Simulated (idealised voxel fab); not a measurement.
This is a process module. Its name is voxel quadruple lines.
The width of the displayed cross-section, cut, is 265 nm; its cells are square, with a size of 5 nm.
When this document writes out a cross-section, it uses a grid of square cells and lists it as bands, beginning at the top and moving down, with a band standing for one or more rows of cells. Read a band's entry like this: the first values are the height of its top and the height of its bottom in nm, and what follows is the sequence of materials from left to right, each with its width in nm. Note that "empty" is empty space, and that a single material marked "all across" reaches across the band from edge to edge. All heights in this document are referenced to 0, defined as the level beneath which the wafer, as received, consists entirely of one material. The lowest band is not bounded below; it extends indefinitely downward and is written in the form "0 -> down". Width spec "30->40" -> top row of cells at first value, bottom row at second value, equal per-row change in between. You'll sometimes find "remained unchanged" written for a step, and that's the way of saying that nowhere in the cross-section did a cell change during that step. For the entry "Sealed cavities", the listed items are empty spaces with no open way to the top whose size is 8 cells or more; each item follows the pattern width x height at distance, where distance is from the left edge and all three are in nm. Text after the settings on a step's line: the simulator's own remark on that step. overlay nm: how far to the right of its planned place the mask lay on this masked step (negative: to the left).
Intended process steps
1 op RECEIVE | material Si
2 op CONFORMAL_DEP | material Al2O3 | thk nm 5
3 op DIRECTIONAL_DEP | material Ru | thk nm 15
4 op DIRECTIONAL_DEP | material polySi | thk nm 20
5 op DIRECTIONAL_DEP | material aC | thk nm 20
6 op PATTERN | tone cover | mask id MANDREL | material resist | width nm 20 | thk nm 25 | overlay nm 0
7 op DIRECTIONAL_ETCH | etch materials aC | depth nm 20
8 op STRIP | etch materials resist
9 op CONFORMAL_DEP | material SiO2 | thk nm 10
10 op DIRECTIONAL_ETCH | etch materials SiO2 | depth nm 10
11 op STRIP | etch materials aC
12 op DIRECTIONAL_ETCH | etch materials polySi | depth nm 20
13 op STRIP | etch materials SiO2
14 op CONFORMAL_DEP | material SiN | thk nm 5
15 op DIRECTIONAL_ETCH | etch materials SiN | depth nm 5
16 op STRIP | etch materials polySi
17 op DIRECTIONAL_ETCH | etch materials Ru | depth nm 15
18 op STRIP | etch materials SiN
Wafer at receipt (post step 1), cross-section
  0 -> down = Si all across
  Sealed cavities: none
Wafer cross-section at end of module: start and plan as shown above, one execution error
  20 -> 5 = empty 115  Ru 5  empty 20  Ru 5  empty 120
  5 -> 0 = Al2O3 all across
  0 -> down = Si all across
  Sealed cavities: none
Finding, execution versus plan: off-plan run, step 6, actual operation and settings op PATTERN | tone open | mask id MANDREL | material resist | width nm 20 | thk nm 25 | overlay nm 0
